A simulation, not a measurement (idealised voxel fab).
process module | voxel transistor to metal
The cross-section on display is named cut; it measures 260 nm wide, and its cells are 5 nm squares.
Format of a cross-section: grid, square cells. Given as bands. Order: top down. Band: one or more rows of cells.
A band entry consists of two parts. The first gives the height of the band's top and the height of its bottom, in nm. The rest lists the band's materials from left to right, each with its width in nm. A single material labelled with the word "throughout" fills the band from edge to edge, and the word "blank" marks empty space.
Heights are expressed relative to 0, this being the level below which the as-received wafer comprises one material exclusively. The lowest band is unbounded in the downward direction and is denoted as in "from 0 down".
Note: "30 to 40" means the width goes from the first number (top row of the band) to the second number (bottom row) in equal steps per row of cells.
Reading "nothing changed" for a step: not a cell of the cross-section changed in it.
Enclosed voids (no open way to top), threshold 8 cells or more, entry "Tabulated closed voids", notation width x height at distance, distance from left edge, nm.
Read whatever lies past the settings on a step's line as the simulator's own remark about the step.
The setting "overlay nm" may be written on the line of a step. When the step uses a mask, the value reports how far to the right of the planned place the mask lay, and a negative value reports that it lay to the left.
STEPS IN THE PROCESS PLAN
1) RECEIVE: material Si
2) OXIDIZE: depth nm 5
3) CONFORMAL_DEP: material SiN, thk nm 15
4) DIRECTIONAL_DEP: material aC, thk nm 10
5) PATTERN: tone cover, mask id ACTIVE, material resist, width nm 100, pitch nm 125, thk nm 30, overlay nm 0
6) DIRECTIONAL_ETCH: etch materials aC, depth nm 10
7) STRIP: etch materials resist
8) DIRECTIONAL_ETCH: etch materials SiN, depth nm 15
9) DIRECTIONAL_ETCH: etch materials SiO2, depth nm 5
10) DIRECTIONAL_ETCH: etch materials Si, depth nm 25
11) STRIP: etch materials aC
12) OXIDIZE: depth nm 5
13) FILL_DEP: material SiO2, thk nm 5
14) CMP: height nm 15
15) SELECTIVE_ETCH: etch materials SiO2, depth nm 10
16) STRIP: etch materials SiN
17) SELECTIVE_ETCH: etch materials SiO2, depth nm 5
18) OXIDIZE: depth nm 5
19) DIRECTIONAL_DEP: material polySi, thk nm 20
20) DIRECTIONAL_DEP: material SiCN, thk nm 10
21) DIRECTIONAL_DEP: material aC, thk nm 15
22) PATTERN: tone cover, mask id GATE, material resist, width nm 15, pitch nm 125, thk nm 30, overlay nm 0
23) DIRECTIONAL_ETCH: etch materials aC, depth nm 15
24) STRIP: etch materials resist
25) DIRECTIONAL_ETCH: etch materials SiCN, depth nm 20
26) DIRECTIONAL_ETCH: etch materials polySi, depth nm 30
27) STRIP: etch materials aC
28) CONFORMAL_DEP: material SiO2, thk nm 5
29) DIRECTIONAL_ETCH: etch materials SiO2, depth nm 5
30) CONFORMAL_DEP: material SiN, thk nm 5
31) DIRECTIONAL_ETCH: etch materials SiN, depth nm 5
32) DIRECTIONAL_ETCH: etch materials SiO2, depth nm 5
33) DIRECTIONAL_ETCH: etch materials Si, depth nm 15
34) EPI: material nSi, thk nm 20
35) FILL_DEP: material SiO2, thk nm 10
36) CMP: height nm 25
37) DIRECTIONAL_DEP: material SiO2, thk nm 10
38) DIRECTIONAL_DEP: material aC, thk nm 10
39) PATTERN: tone open, mask id CONTACT, material resist, width nm 20, thk nm 30, overlay nm 0
40) DIRECTIONAL_ETCH: etch materials aC, depth nm 10
41) STRIP: etch materials resist
42) DIRECTIONAL_ETCH: etch materials SiO2, depth nm 40
43) STRIP: etch materials aC
44) CONFORMAL_DEP: material TiN, thk nm 5
45) FILL_DEP: material W, thk nm 5
46) CMP: height nm 35
47) DIRECTIONAL_DEP: material TiN, thk nm 5
48) DIRECTIONAL_DEP: material W, thk nm 25
49) MASKED_ETCH: tone cover, mask id METAL_1, width nm 20, etch materials W, depth nm 25, overlay nm 0
50) MASKED_ETCH: tone cover, mask id METAL_1, width nm 20, etch materials TiN, depth nm 5, overlay nm 0
51) FILL_DEP: material SiO2, thk nm 10
52) CMP: height nm 65
53) CONFORMAL_DEP: material SiCN, thk nm 5
Quick note for whoever runs this: the wafers start identical, but the width nm at step 22 isn't the same across them. The plan just shows what the first wafer had.
CUT THROUGH THE FIRST OF SEVERAL WAFERS AS RECEIVED, POST STEP 1
	from 0 down: Si throughout
	Tabulated closed voids: none
TABULATED BELOW, WAFER BY WAFER, ARE THE END-OF-MODULE RESULTS: FOR EACH MATERIAL, THE NUMBER OF CELLS GAINED (+) OR LOST (-) RELATIVE TO THE AS-RECEIVED STATE, FOLLOWED BY THE CLOSED VOIDS
width nm 15; -250 Si; +64 SiCN; +28 SiN; +532 SiO2; +82 TiN; +112 W; +136 nSi; +24 polySi; Tabulated closed voids: none
width nm 20; -244 Si; +68 SiCN; +28 SiN; +528 SiO2; +76 TiN; +112 W; +128 nSi; +32 polySi; Tabulated closed voids: none
width nm 25; -238 Si; +72 SiCN; +28 SiN; +524 SiO2; +70 TiN; +112 W; +120 nSi; +40 polySi; Tabulated closed voids: none
width nm 30; -232 Si; +76 SiCN; +28 SiN; +520 SiO2; +64 TiN; +112 W; +112 nSi; +48 polySi; Tabulated closed voids: none
width nm 35; -226 Si; +80 SiCN; +28 SiN; +518 SiO2; +64 TiN; +106 W; +102 nSi; +56 polySi; Tabulated closed voids: none
